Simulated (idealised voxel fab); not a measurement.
You're looking at the process module voxel air gaps.
Section cut is 270 nm wide and gridded with 5 nm square cells.
When this document writes out a cross-section, it uses a grid of square cells and lists it as bands, beginning at the top and moving down, with a band standing for one or more rows of cells.
What a band's entry tells you: where the top is and where the bottom is, as heights in nm, and after that what lies inside, material by material from left to right, each with its width in nm. Empty space is written as the word "empty", and a single material marked with the word "all across" occupies the band from edge to edge.
For the purposes of this specification, 0 denotes the height below which the wafer in its as-received condition is composed wholly of one material, and the lowermost band, lacking a lower limit, extends downward without end, as expressed in "0 -> down".
Note: "30..40" means the width goes from the first number (top row of the band) to the second number (bottom row) in equal steps per row of cells.
Given "no change occurred" for a step, no cell of the cross-section differs between before and after that step.
Voids not open to the top, 8 cells minimum: see "Sealed cavities". Written width x height at distance; distance is from the left edge; nm.
Where a step's line continues beyond its settings, the continuation is a remark by the simulator itself on that step.
A step's line can hold "overlay nm"; with a mask on that step, the setting says how far right of the planned place the mask lay, while a negative setting says it lay to the left.

These are the steps we planned for the process
1: RECEIVE with material Si
2: CONFORMAL_DEP with material SiO2, thk nm 10
3: CONFORMAL_DEP with material SiCN, thk nm 5
4: DIRECTIONAL_DEP with material lowk, thk nm 40
5: DIRECTIONAL_DEP with material aC, thk nm 15
6: PATTERN with tone open, mask id LINES, material resist, width nm 15, pitch nm 40, thk nm 35, overlay nm 0
7: DIRECTIONAL_ETCH with etch materials aC, depth nm 15
8: STRIP with etch materials resist
9: DIRECTIONAL_ETCH with etch materials lowk, depth nm 40
10: STRIP with etch materials aC
11: CONFORMAL_DEP with material TiN, thk nm 5
12: FILL_DEP with material W, thk nm 10
13: CMP with height nm 55
14: EPI with material Ru, thk nm 10
15: SELECTIVE_ETCH with etch materials lowk, depth nm 50
16: CONFORMAL_DEP with material SiCN, thk nm 5

Below: the first of two wafers, run as planned

So this is the incoming wafer in cross-section - it's already been through step 1
> 0 -> down: Si all across
> Sealed cavities: none

How the wafer stands in section after step 2
> 10 -> 0: SiO2 all across
> Under the height 0 nothing was changed.

How the wafer stands in section after step 3
> 15 -> 10: SiCN all across
> Under the height 10 nothing was changed.

How the wafer stands in section after step 4
> 55 -> 15: lowk all across
> Under the height 15 nothing was changed.

How the wafer stands in section after step 5
> 70 -> 55: aC all across
> Under the height 55 nothing was changed.

How the wafer stands in section after step 6
> 105 -> 70: resist=85; empty=15; resist=25; empty=15; resist=25; empty=15; resist=90
> Under the height 70 nothing was changed.

How the wafer stands in section after step 7
> 90 -> 70: resist=85; empty=15; resist=25; empty=15; resist=25; empty=15; resist=90
> 70 -> 55: aC=85; empty=15; aC=25; empty=15; aC=25; empty=15; aC=90
> Under the height 55 nothing was changed.

How the wafer stands in section after step 8
> 70 -> 55: aC=85; empty=15; aC=25; empty=15; aC=25; empty=15; aC=90
> Under the height 55 nothing was changed.

How the wafer stands in section after step 9
> 70 -> 55: aC=85; empty=15; aC=25; empty=15; aC=25; empty=15; aC=90
> 55 -> 15: lowk=85; empty=15; lowk=25; empty=15; lowk=25; empty=15; lowk=90
> Under the height 15 nothing was changed.

How the wafer stands in section after step 10
> 55 -> 15: lowk=85; empty=15; lowk=25; empty=15; lowk=25; empty=15; lowk=90
> Under the height 15 nothing was changed.

How the wafer stands in section after step 11
> 60 -> 55: TiN=90; empty=5; TiN=35; empty=5; TiN=35; empty=5; TiN=95
> 55 -> 20: lowk=85; TiN=5; empty=5; TiN=5; lowk=25; TiN=5; empty=5; TiN=5; lowk=25; TiN=5; empty=5; TiN=5; lowk=90
> 20 -> 15: lowk=85; TiN=15; lowk=25; TiN=15; lowk=25; TiN=15; lowk=90
> Under the height 15 nothing was changed.

How the wafer stands in section after step 12
> 70 -> 60: W all across
> 60 -> 55: TiN=90; W=5; TiN=35; W=5; TiN=35; W=5; TiN=95
> 55 -> 20: lowk=85; TiN=5; W=5; TiN=5; lowk=25; TiN=5; W=5; TiN=5; lowk=25; TiN=5; W=5; TiN=5; lowk=90
> Under the height 20 nothing was changed.

How the wafer stands in section after step 13
> 55 -> 20: lowk=85; TiN=5; W=5; TiN=5; lowk=25; TiN=5; W=5; TiN=5; lowk=25; TiN=5; W=5; TiN=5; lowk=90
> Under the height 20 nothing was changed.

How the wafer stands in section after step 14
> 65 -> 55: empty=75; Ru=35; empty=5; Ru=35; empty=5; Ru=35; empty=80
> Under the height 55 nothing was changed.

How the wafer stands in section after step 15
> 65 -> 55: empty=75; Ru=35; empty=5; Ru=35; empty=5; Ru=35; empty=80
> 55 -> 20: empty=85; TiN=5; W=5; TiN=5; empty=25; TiN=5; W=5; TiN=5; empty=25; TiN=5; W=5; TiN=5; empty=90
> 20 -> 15: empty=85; TiN=15; empty=25; TiN=15; empty=25; TiN=15; empty=90
> Under the height 15 nothing was changed.

How the wafer stands in section after step 16
> 70 -> 65: empty=70; SiCN=125; empty=75
> 65 -> 55: empty=70; SiCN=5; Ru=35; SiCN=5; Ru=35; SiCN=5; Ru=35; SiCN=5; empty=75
> 55 -> 50: empty=70; SiCN=15; TiN=5; W=5; TiN=5; SiCN=25; TiN=5; W=5; TiN=5; SiCN=25; TiN=5; W=5; TiN=5; SiCN=15; empty=75
> 50 -> 20: empty=80; SiCN=5; TiN=5; W=5; TiN=5; SiCN=5; empty=15; SiCN=5; TiN=5; W=5; TiN=5; SiCN=5; empty=15; SiCN=5; TiN=5; W=5; TiN=5; SiCN=5; empty=85
> 20 -> 15: SiCN=85; TiN=15; SiCN=25; TiN=15; SiCN=25; TiN=15; SiCN=90
> Under the height 15 nothing was changed.
> Sealed cavities: 15 x 30 at 105; 15 x 30 at 145

Second wafer: same start and same plan as the first, one execution error; identical to the first through step 13

Second wafer cross-section, taken as of the time the plan sets for step 14 to be done
> 75 -> 55: empty=65; Ru=135; empty=70
> Under the height 55 nothing was changed.

Second wafer cross-section, taken as of the time the plan sets for step 15 to be done
> 75 -> 55: empty=65; Ru=135; empty=70
> 55 -> 20: empty=85; TiN=5; W=5; TiN=5; lowk=25; TiN=5; W=5; TiN=5; lowk=25; TiN=5; W=5; TiN=5; empty=90
> 20 -> 15: empty=85; TiN=15; lowk=25; TiN=15; lowk=25; TiN=15; empty=90
> Under the height 15 nothing was changed.

Second wafer cross-section, taken as of the time the plan sets for step 16 to be done
> 80 -> 75: empty=60; SiCN=145; empty=65
> 75 -> 55: empty=60; SiCN=5; Ru=135; SiCN=5; empty=65
> 55 -> 50: empty=60; SiCN=25; TiN=5; W=5; TiN=5; lowk=25; TiN=5; W=5; TiN=5; lowk=25; TiN=5; W=5; TiN=5; SiCN=25; empty=65
> 50 -> 20: empty=80; SiCN=5; TiN=5; W=5; TiN=5; lowk=25; TiN=5; W=5; TiN=5; lowk=25; TiN=5; W=5; TiN=5; SiCN=5; empty=85
> 20 -> 15: SiCN=85; TiN=15; lowk=25; TiN=15; lowk=25; TiN=15; SiCN=90
> Under the height 15 nothing was changed.
Which mistake was made when the wafer was run? step 14 of the plan was twice carried out
Materials where the second wafer ends with more or fewer cells than the first: +66 Ru, -36 SiCN, +80 lowk
Heads up: the first wafer ends with 2 closed voids, the second with 0.
